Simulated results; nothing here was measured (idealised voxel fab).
This section sets out a process module, namely voxel self aligned contacts.
In the cross-section labelled cut, the width is 220 nm and each square cell is 5 nm.
Notation: cross-section as square-cell grid; stated in bands, top first, going down; one or more cell rows per band. Basically the band line says how high the top is and how high the bottom is, in nm, and then what's in it from left to right, every material with its width in nm. Empty space shows up as "air", and if a single material carries "edge to edge" it runs the full band edge to edge. Below 0: as-received wafer, all one material; heights counted from there. Lowest band: no bottom, goes on down, written "0 and below". A width such as "30->40" changes by the same amount from each row of cells to the next, from the band's top row to its bottom row. Step note "all unchanged" = no cross-section cell changed. Reported under the label "Trapped voids" are the empty spaces having no open way to the top and comprising 8 cells or more; the notation for each is width x height at distance, in which the distance is measured from the left edge and all three values are in nm. Post-settings text on a step line: simulator's own remark regarding the step. overlay nm: how far to the right of its planned place the mask lay on this masked step (negative: to the left).
Process steps - plan:
| 1 | RECEIVE (material Si) |
| 2 | CONFORMAL_DEP (material SiO2; thk nm 5) |
| 3 | DIRECTIONAL_DEP (material polySi; thk nm 30) |
| 4 | DIRECTIONAL_DEP (material SiN; thk nm 15) |
| 5 | PATTERN (tone cover; mask id GATE; material resist; width nm 25; pitch nm 55; thk nm 20; overlay nm 0) |
| 6 | DIRECTIONAL_ETCH (etch materials SiN; depth nm 15) |
| 7 | DIRECTIONAL_ETCH (etch materials polySi; depth nm 30) |
| 8 | STRIP (etch materials resist) |
| 9 | CONFORMAL_DEP (material SiN; thk nm 5) |
| 10 | DIRECTIONAL_ETCH (etch materials SiN; depth nm 5) |
| 11 | FILL_DEP (material SiO2; thk nm 10) |
| 12 | CMP (height nm 55) |
| 13 | PATTERN (tone open; mask id CONTACT; material resist; width nm 30; pitch nm 55; thk nm 20; overlay nm 0) |
| 14 | DIRECTIONAL_ETCH (etch materials SiO2; depth nm 55) |
| 15 | STRIP (etch materials resist) |
| 16 | CONFORMAL_DEP (material TiN; thk nm 5) |
| 17 | FILL_DEP (material W; thk nm 5) |
| 18 | CMP (height nm 55) |
| 19 | CONFORMAL_DEP (material SiCN; thk nm 5) |
Among the wafers covered here, the point of difference is the width nm at step 13; their starting state is shared, and the plan presents the value of the first wafer.
First wafer of several, as received: cross-section after step 1:
    0 and below  Si edge to edge
    Trapped voids: none
Module finished, last step 19 done: cross-section of the first of several wafers:
    60 down to 55  SiCN edge to edge
    55 down to 50  65 of SiO2 | 10 of TiN | 10 of W | 10 of TiN | 25 of SiO2 | 10 of TiN | 10 of W | 10 of TiN | 70 of SiO2
    50 down to 35  35 of SiO2 | 35 of SiN | 5 of TiN | 10 of W | 5 of TiN | 35 of SiN | 5 of TiN | 10 of W | 5 of TiN | 35 of SiN | 40 of SiO2
    35 down to 5  35 of SiO2 | 5 of SiN | 25 of polySi | 5 of SiN | 5 of TiN | 10 of W | 5 of TiN | 5 of SiN | 25 of polySi | 5 of SiN | 5 of TiN | 10 of W | 5 of TiN | 5 of SiN | 25 of polySi | 5 of SiN | 40 of SiO2
    5 down to 0  70 of SiO2 | 20 of TiN | 35 of SiO2 | 20 of TiN | 75 of SiO2
    0 and below  Si edge to edge
    Trapped voids: none
Wafer cross-section (last wafer, module end):
    60 down to 55  SiCN edge to edge
    55 down to 50  60 of SiO2 | 15 of TiN | 10 of W | 15 of TiN | 15 of SiO2 | 15 of TiN | 10 of W | 15 of TiN | 65 of SiO2
    50 down to 35  35 of SiO2 | 35 of SiN | 5 of TiN | 10 of W | 5 of TiN | 35 of SiN | 5 of TiN | 10 of W | 5 of TiN | 35 of SiN | 40 of SiO2
    35 down to 5  35 of SiO2 | 5 of SiN | 25 of polySi | 5 of SiN | 5 of TiN | 10 of W | 5 of TiN | 5 of SiN | 25 of polySi | 5 of SiN | 5 of TiN | 10 of W | 5 of TiN | 5 of SiN | 25 of polySi | 5 of SiN | 40 of SiO2
    5 down to 0  70 of SiO2 | 20 of TiN | 35 of SiO2 | 20 of TiN | 75 of SiO2
    0 and below  Si edge to edge
    Trapped voids: none
Each wafer at the end: cells of each material gained (+) or lost (-) since it was received, then its closed voids:
width nm 30, +44 SiCN, +99 SiN, +203 SiO2, +52 TiN, +40 W, +90 polySi, Trapped voids: none
width nm 35, +44 SiCN, +99 SiN, +201 SiO2, +54 TiN, +40 W, +90 polySi, Trapped voids: none
width nm 40, +44 SiCN, +99 SiN, +199 SiO2, +56 TiN, +40 W, +90 polySi, Trapped voids: none
